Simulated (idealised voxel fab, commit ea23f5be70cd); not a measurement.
process module | voxel ribs on slabs
Cross-section cut: width 160 nm, square cells of 5 nm.
A cross-section is a grid of square cells, given in bands from the top down. A band is one or more rows of cells.
In this notation a band is specified by the heights of its top and bottom, in that order and in nm, after which its materials appear from left to right, each paired with its width in nm. The word "edge to edge" attached to a single material means that material fills the band from edge to edge; the word "blank" stands for empty space.
We count height from 0. Below that, the starting wafer is all one material. The lowest band never ends at the bottom but goes on down; see "0 down" for how that is written.
When a width is written as two numbers, as in "30->40", the first number is the width in the top row of cells of the band and the second is the width in its bottom row, and the width changes by the same amount from each row to the next.
What does "no alteration" mean for a step? It means no cell of the cross-section changed in that step.
For the entry "Entrapped voids", the listed items are empty spaces with no open way to the top whose size is 8 cells or more; each item follows the pattern width x height at distance, where distance is from the left edge and all three are in nm.
Heads up: the bit after the settings on a step's line is the simulator's remark on that step.
The optional step-line setting "overlay nm" applies to steps with a mask and quantifies how far to the right of its planned location the mask lay, a negative value indicating leftward placement.

-- Process steps (planned)
- 1: RECEIVE | material Si
- 2: DIRECTIONAL_DEP | material SiO2 | thk nm 20
- 3: DIRECTIONAL_DEP | material polySi | thk nm 15
- 4: PATTERN | tone cover | mask id RIB | material resist | width nm 20 | thk nm 15 | overlay nm 0
- 5: DIRECTIONAL_ETCH | etch materials polySi | depth nm 5
- 6: STRIP | etch materials resist
- 7: PATTERN | tone cover | mask id SLAB | material resist | width nm 50 | thk nm 20 | overlay nm 0
- 8: DIRECTIONAL_ETCH | etch materials polySi | depth nm 10
- 9: STRIP | etch materials resist
- 10: FILL_DEP | material SiO2 | thk nm 25
- 11: CMP | height nm 50
- 12: DIRECTIONAL_DEP | material TiN | thk nm 5
- 13: PATTERN | tone cover | mask id HEATER | material resist | width nm 30 | thk nm 15 | overlay nm 0
- 14: DIRECTIONAL_ETCH | etch materials TiN | depth nm 5
- 15: STRIP | etch materials resist
- 16: CONFORMAL_DEP | material SiO2 | thk nm 10
Heads up: all these wafers start the same, and what changes between them is the width nm in step 7. The value you see in the plan is just what the first wafer got.

-- The first of several wafers as received, shown in cross-section; this is its state after step 1
    0 down = Si edge to edge
    Entrapped voids: none

-- Below: a row per wafer. Contents at end of module: for every material, cells gained since receipt (+) or lost since receipt (-); then closed voids
width nm 50; +364 SiO2; +6 TiN; +24 polySi; Entrapped voids: none
width nm 55; +362 SiO2; +6 TiN; +26 polySi; Entrapped voids: none
width nm 60; +360 SiO2; +6 TiN; +28 polySi; Entrapped voids: none
width nm 65; +358 SiO2; +6 TiN; +30 polySi; Entrapped voids: none
width nm 70; +356 SiO2; +6 TiN; +32 polySi; Entrapped voids: none
width nm 75; +354 SiO2; +6 TiN; +34 polySi; Entrapped voids: none
